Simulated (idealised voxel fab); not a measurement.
Process module heading - voxel double patterning
For reference, the cross-section in this document is cut, with width 215 nm and square cells of 5 nm.
Each cross-section below is a grid of square cells, stated as bands in top-down order, with one or more rows of cells making up each band. Look at the band entry: it leads with the top's height and the bottom's height in nm. Then it lists the materials left to right, with a width in nm for each. The word "edge to edge" on a single material says that material fills the band edge to edge. The word "empty" is empty space. Height is counted from the level 0, under which the received wafer is composed throughout of one material. The lowest of the bands is not closed at the bottom but continues downward, in the notation "0 -> down". It should be noted that a width expressed as "30 to 40" varies in equal increments from row to row of cells within the band, taking the value of the first number at the top row and that of the second number at the bottom row. What does "left unchanged" mean for a step? It means no cell of the cross-section changed in that step. The list in "Closed-off voids" covers empty spaces of 8 cells or more that cannot reach the top through any open way, and it gives each as width x height at distance; the distance is from the left edge, and width, height and distance are in nm. Post-settings text on a step line: simulator's own remark regarding the step. What "overlay nm" on a step's line means: if the step has a mask, that mask lay this far to the right of its planned place, or, when the value is negative, to the left.
PROCESS STEPS FORESEEN IN THE PLAN
1. RECEIVE,material Si
2. CONFORMAL_DEP,material SiO2,thk nm 10
3. DIRECTIONAL_DEP,material polySi,thk nm 10
4. DIRECTIONAL_DEP,material SiCN,thk nm 10
5. PATTERN,tone open,mask id FIRST,material resist,width nm 15,pitch nm 50,thk nm 15,overlay nm 0
6. DIRECTIONAL_ETCH,etch materials SiCN,depth nm 10
7. STRIP,etch materials resist
8. DIRECTIONAL_DEP,material aC,thk nm 10
9. PATTERN,tone open,mask id SECOND,material resist,width nm 15,pitch nm 50,thk nm 30,overlay nm 0
10. DIRECTIONAL_ETCH,etch materials aC,depth nm 10
11. STRIP,etch materials resist
12. DIRECTIONAL_ETCH,etch materials SiCN,depth nm 10
13. STRIP,etch materials aC
14. DIRECTIONAL_ETCH,etch materials polySi,depth nm 10
15. STRIP,etch materials SiCN
Wafers differ in width nm at step 9; plan lists the first wafer's value; identical starting state.
AS RECEIVED, I.E. AFTER STEP 1: CROSS-SECTION THROUGH THE FIRST OF SEVERAL WAFERS
  0 -> down: Si edge to edge
  Closed-off voids: none
EVERY ROW IN THIS TABLE IS A WAFER AT THE END OF THE MODULE, AND IT GIVES, FOR EACH OF THE MATERIALS, THE CELLS THAT WAFER HAS GAINED (+) OR LOST (-) SINCE IT WAS RECEIVED, THEN ITS CLOSED VOIDS
width nm 15, +86 SiO2, +56 polySi, Closed-off voids: none
width nm 20, +86 SiO2, +52 polySi, Closed-off voids: none
width nm 25, +86 SiO2, +48 polySi, Closed-off voids: none
width nm 30, +86 SiO2, +44 polySi, Closed-off voids: none
